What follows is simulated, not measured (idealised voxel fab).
process module | voxel air gaps
cross-section cut | 185 nm wide | cells 5 nm
A cross-section is a grid of square cells, given in bands from the top down. A band is one or more rows of cells.
Each band's line starts with the height of the band's top and of its bottom, in nm. Then come its materials from left to right, each with its width in nm. One material with "throughout" fills the band from edge to edge. "air" is empty space.
Height 0 is the level under which the wafer as received is all one material. The lowest band goes on downwards, as in "0 down".
A width such as "30 to 40" changes by the same amount from each row of cells to the next, from the band's top row to its bottom row.
"no change" after a step means that no cell of the cross-section changed.
closed voids: empty space of 8 cells or more with no open way to the top, each as width x height at its distance from the left edge, in nm
after a step's settings: what the simulator itself notes on the step
overlay nm, on a step with a mask: how far to the right of its planned place the mask lay; to the left if negative
plan
1 op RECEIVE | material Si
2 op CONFORMAL_DEP | material SiO2 | thk nm 15
3 op CONFORMAL_DEP | material SiCN | thk nm 5
4 op DIRECTIONAL_DEP | material lowk | thk nm 40
5 op DIRECTIONAL_DEP | material aC | thk nm 10
6 op PATTERN | tone open | mask id LINES | material resist | width nm 20 | pitch nm 45 | thk nm 30 | overlay nm 0
7 op DIRECTIONAL_ETCH | etch materials aC | depth nm 10
8 op STRIP | etch materials resist
9 op DIRECTIONAL_ETCH | etch materials lowk | depth nm 40
10 op STRIP | etch materials aC
11 op CONFORMAL_DEP | material TiN | thk nm 5
12 op FILL_DEP | material Cu | thk nm 10
13 op CMP | height nm 60
14 op EPI | material Ru | thk nm 10
15 op SELECTIVE_ETCH | etch materials lowk | depth nm 50
16 op CONFORMAL_DEP | material SiCN | thk nm 5
as received, after step 1
  0 down: Si throughout
  closed voids: none
first wafer at the end, as planned
  75 to 70: air 20 | SiCN 140 | air 25
  70 to 60: air 20 | SiCN 5 | Ru 40 | SiCN 5 | Ru 40 | SiCN 5 | Ru 40 | SiCN 5 | air 25
  60 to 55: air 20 | SiCN 15 | TiN 5 | Cu 10 | TiN 5 | SiCN 25 | TiN 5 | Cu 10 | TiN 5 | SiCN 25 | TiN 5 | Cu 10 | TiN 5 | SiCN 15 | air 25
  55 to 25: air 30 | SiCN 5 | TiN 5 | Cu 10 | TiN 5 | SiCN 5 | air 15 | SiCN 5 | TiN 5 | Cu 10 | TiN 5 | SiCN 5 | air 15 | SiCN 5 | TiN 5 | Cu 10 | TiN 5 | SiCN 5 | air 35
  25 to 20: SiCN 35 | TiN 20 | SiCN 25 | TiN 20 | SiCN 25 | TiN 20 | SiCN 40
  20 to 15: SiCN throughout
  15 to 0: SiO2 throughout
  0 down: Si throughout
  closed voids: 15 x 30 at 60; 15 x 30 at 105
second wafer at the end: like start, like plan, one mistake
  75 to 70: air 20 | SiCN 140 | air 25
  70 to 60: air 20 | SiCN 5 | Ru 40 | SiCN 5 | Ru 40 | SiCN 5 | Ru 40 | SiCN 5 | air 25
  60 to 55: air 20 | SiCN 15 | TiN 5 | Cu 10 | TiN 5 | SiCN 25 | TiN 5 | Cu 10 | TiN 5 | SiCN 25 | TiN 5 | Cu 10 | TiN 5 | SiCN 15 | air 25
  55 to 40: air 30 | SiCN 5 | TiN 5 | Cu 10 | TiN 5 | SiCN 5 | air 15 | SiCN 5 | TiN 5 | Cu 10 | TiN 5 | SiCN 5 | air 15 | SiCN 5 | TiN 5 | Cu 10 | TiN 5 | SiCN 5 | air 35
  40 to 35: SiCN 35 | TiN 20 | SiCN 25 | TiN 20 | SiCN 25 | TiN 20 | SiCN 40
  35 to 30: SiCN throughout
  30 to 0: SiO2 throughout
  0 down: Si throughout
  closed voids: 15 x 15 at 60; 15 x 15 at 105
what went wrong: step 2 was run twice
at the end the second wafer has, in cells: 18 fewer of Cu | 18 fewer of SiCN | 111 more of SiO2 | 18 fewer of TiN
